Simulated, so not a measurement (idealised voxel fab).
process module | voxel capacitor over wiring
cross-section cut | 190 nm wide | cells 5 nm
A cross-section is a grid of square cells, given in bands from the top down. A band is one or more rows of cells.
Each band's line starts with the height of the band's top and of its bottom, in nm. Then come its materials from left to right, each with its width in nm. One material with "throughout" fills the band from edge to edge. "air" is empty space.
Height 0 is the level under which the wafer as received is all one material. The lowest band goes on downwards, as in "0 down".
A width such as "30 to 40" changes by the same amount from each row of cells to the next, from the band's top row to its bottom row.
"no change" after a step means that no cell of the cross-section changed.
closed voids: empty space of 8 cells or more with no open way to the top, each as width x height at its distance from the left edge, in nm
after a step's settings: what the simulator itself notes on the step
overlay nm, on a step with a mask: how far to the right of its planned place the mask lay; to the left if negative
plan
1 op RECEIVE | material Si
2 op CONFORMAL_DEP | material SiO2 | thk nm 10
3 op CONFORMAL_DEP | material SiN | thk nm 5
4 op DIRECTIONAL_DEP | material SiO2 | thk nm 15
5 op MASKED_ETCH | tone open | mask id METAL_1 | width nm 30 | pitch nm 80 | etch materials SiO2 | depth nm 15 | overlay nm 0
6 op MASKED_ETCH | tone open | mask id METAL_1 | width nm 30 | pitch nm 80 | etch materials SiN | depth nm 5 | overlay nm 0
7 op CONFORMAL_DEP | material TiN | thk nm 5
8 op FILL_DEP | material Ru | thk nm 10
9 op CMP | height nm 30
10 op EPI | material Ru | thk nm 5
11 op FILL_DEP | material SiCN | thk nm 5
12 op DIRECTIONAL_DEP | material SiO2 | thk nm 10
13 op PATTERN | tone open | mask id PLUG_1 | material resist | width nm 15 | thk nm 15 | overlay nm 0
14 op DIRECTIONAL_ETCH | etch materials SiO2 | depth nm 10
15 op DIRECTIONAL_ETCH | etch materials SiCN | depth nm 5
16 op STRIP | etch materials resist
17 op CONFORMAL_DEP | material TiN | thk nm 5
18 op FILL_DEP | material Cu | thk nm 10
19 op CMP | height nm 50
20 op DIRECTIONAL_DEP | material TiN | thk nm 5
21 op DIRECTIONAL_DEP | material HfO2 | thk nm 5
22 op DIRECTIONAL_DEP | material TiN | thk nm 5
23 op DIRECTIONAL_DEP | material aC | thk nm 10
24 op PATTERN | tone cover | mask id UPPER_PLATE | material resist | width nm 55 | thk nm 25 | overlay nm 0
25 op DIRECTIONAL_ETCH | etch materials aC | depth nm 10
26 op STRIP | etch materials resist
27 op DIRECTIONAL_ETCH | etch materials TiN | depth nm 5
28 op DIRECTIONAL_ETCH | etch materials HfO2 | depth nm 5
29 op STRIP | etch materials aC
30 op PATTERN | tone cover | mask id LOWER_PLATE | material resist | width nm 65 | thk nm 15 | overlay nm 0
31 op DIRECTIONAL_ETCH | etch materials TiN | depth nm 5
32 op STRIP | etch materials resist
33 op FILL_DEP | material SiO2 | thk nm 20
34 op CMP | height nm 80
35 op MASKED_ETCH | tone open | mask id PLUG_2 | width nm 15 | etch materials SiO2 | depth nm 15 | overlay nm 0
36 op CONFORMAL_DEP | material TiN | thk nm 5
37 op FILL_DEP | material W | thk nm 5
38 op CMP | height nm 80
39 op CONFORMAL_DEP | material SiN | thk nm 5
as received, after step 1
  0 down: Si throughout
  closed voids: none
a wafer at the end: this start, this plan, one mistake
  85 to 80: SiN throughout
  80 to 70: SiO2 65 | TiN 5 | W 5 | TiN 5 | SiO2 110
  70 to 60: SiO2 65 | TiN 15 to 50 | SiO2 110 to 75
  60 to 55: SiO2 65 | HfO2 55 | SiO2 70
  55 to 50: SiO2 50 | TiN 70 | SiO2 70
  50 to 40: SiO2 55 | TiN 5 | Cu 5 | TiN 5 | SiO2 120
  40 to 35: SiCN 55 | TiN 15 | SiCN 120
  35 to 30: SiCN 35 | Ru 40 | SiCN 40 | Ru 40 | SiCN 35
  30 to 15: SiO2 40 | TiN 5 | Ru 20 | TiN 5 | SiO2 50 | TiN 5 | Ru 20 | TiN 5 | SiO2 40
  15 to 10: SiN 40 | TiN 30 | SiN 50 | TiN 30 | SiN 40
  10 to 0: SiO2 throughout
  0 down: Si throughout
  closed voids: none
what went wrong: step 24 ran as: op PATTERN | tone cover | mask id UPPER_PLATE | material resist | width nm 55 | thk nm 25 | overlay nm 10
